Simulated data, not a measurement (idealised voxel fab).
Name of the process module below: voxel capacitor over wiring
Pictured: cross-section cut, 200 nm wide, on a grid of 5 nm square cells.
Square cells in a grid make up a cross-section in this document, and the grid is given as bands, listed from the top down, each one or more rows of cells.
Heads up on the band format: heights come first, top then bottom, in nm. After that it's the materials left to right, each with its width in nm. A single material flagged "full width" fills the whole band edge to edge, and "air" means there's empty space there.
Convention: height 0 is the level below which the wafer, as received, is all one material. The lowest band does not terminate at the bottom but continues downward, represented as "0 -> down".
A two-number width, for instance "30 to 40", indicates that the width is equal to the first number in the top row of the band and to the second number in the bottom row, and that it changes by a constant amount per row of cells.
"remained the same" (step): cross-section cells unchanged, all of them.
What "Enclosed internal cavities" gives you is every empty space of 8 cells or more that is cut off from the top. Each appears as width x height at distance, with the distance taken from the left edge and width, height and distance all in nm.
Note: text after step settings on the step line = simulator remark on that step.
overlay nm: right-of-plan distance of the mask on a masked step; negative values mean left-of-plan.
-- The planned process steps are enumerated hereunder
1: RECEIVE: material Si
2: CONFORMAL_DEP: material SiO2, thk nm 15
3: DIRECTIONAL_DEP: material TiN, thk nm 5
4: DIRECTIONAL_DEP: material Ru, thk nm 20
5: DIRECTIONAL_DEP: material aC, thk nm 10
6: PATTERN: tone cover, mask id METAL_1, material resist, width nm 30, pitch nm 100, thk nm 25, overlay nm 0
7: DIRECTIONAL_ETCH: etch materials aC, depth nm 10
8: STRIP: etch materials resist
9: DIRECTIONAL_ETCH: etch materials Ru, depth nm 20
10: DIRECTIONAL_ETCH: etch materials TiN, depth nm 5
11: STRIP: etch materials aC
12: FILL_DEP: material lowk, thk nm 10
13: CMP: height nm 40
14: CONFORMAL_DEP: material SiCN, thk nm 5
15: DIRECTIONAL_DEP: material lowk, thk nm 15
16: DIRECTIONAL_DEP: material aC, thk nm 15
17: PATTERN: tone open, mask id PLUG_1, material resist, width nm 15, thk nm 35, overlay nm 0
18: DIRECTIONAL_ETCH: etch materials aC, depth nm 15
19: STRIP: etch materials resist
20: DIRECTIONAL_ETCH: etch materials lowk, depth nm 15
21: DIRECTIONAL_ETCH: etch materials SiCN, depth nm 5
22: STRIP: etch materials aC
23: EPI: material Ru, thk nm 10
24: EPI: material Ru, thk nm 10
25: DIRECTIONAL_DEP: material TiN, thk nm 10
26: DIRECTIONAL_DEP: material Al2O3, thk nm 5
27: DIRECTIONAL_DEP: material TiN, thk nm 5
28: PATTERN: tone cover, mask id UPPER_PLATE, material resist, width nm 75, thk nm 15, overlay nm 0
29: DIRECTIONAL_ETCH: etch materials TiN, depth nm 5
30: DIRECTIONAL_ETCH: etch materials Al2O3, depth nm 5
31: STRIP: etch materials resist
32: DIRECTIONAL_DEP: material aC, thk nm 10
33: PATTERN: tone cover, mask id LOWER_PLATE, material resist, width nm 85, thk nm 25, overlay nm 0
34: DIRECTIONAL_ETCH: etch materials aC, depth nm 10
35: STRIP: etch materials resist
36: DIRECTIONAL_ETCH: etch materials TiN, depth nm 10
37: STRIP: etch materials aC
38: FILL_DEP: material SiO2, thk nm 15
39: CMP: height nm 90
40: DIRECTIONAL_DEP: material aC, thk nm 15
41: PATTERN: tone open, mask id PLUG_2, material resist, width nm 15, thk nm 30, overlay nm 0
42: DIRECTIONAL_ETCH: etch materials aC, depth nm 15
43: STRIP: etch materials resist
44: DIRECTIONAL_ETCH: etch materials SiO2, depth nm 10
45: STRIP: etch materials aC
46: CONFORMAL_DEP: material TiN, thk nm 5
47: FILL_DEP: material Ru, thk nm 10
48: CMP: height nm 90
49: CONFORMAL_DEP: material SiCN, thk nm 5
-- As-received state of the wafer in cross-section, equivalent to post-step 1
  0 -> down = Si full width
  Enclosed internal cavities: none
-- Starting structure and process plan are as shown above, but one mistake was made in running the module; the wafer cross-section at the end of the module follows
  95 -> 90 = SiCN full width
  90 -> 85 = 60 of SiO2 | 5 of TiN | 5 of Ru | 5 of TiN | 125 of SiO2
  85 -> 80 = 60 of SiO2 | 15 of TiN | 125 of SiO2
  80 -> 75 = SiO2 full width
  75 -> 70 = 50 of SiO2 | 75 of Al2O3 | 75 of SiO2
  70 -> 60 = 45 of TiN | 5 of SiO2 | 75 of TiN | 5 of SiO2 | 70 of TiN
  60 -> 45 = 50 of lowk | 15 of Ru | 135 of lowk
  45 -> 40 = 50 of SiCN | 15 of Ru | 135 of SiCN
  40 -> 20 = 35 of lowk | 30 of Ru | 70 of lowk | 30 of Ru | 35 of lowk
  20 -> 15 = 35 of lowk | 30 of TiN | 70 of lowk | 30 of TiN | 35 of lowk
  15 -> 0 = SiO2 full width
  0 -> down = Si full width
  Enclosed internal cavities: none
Here's what went sideways: step 33 changed vs plan, executed as PATTERN: tone open, mask id LOWER_PLATE, material resist, width nm 85, thk nm 25, overlay nm 0
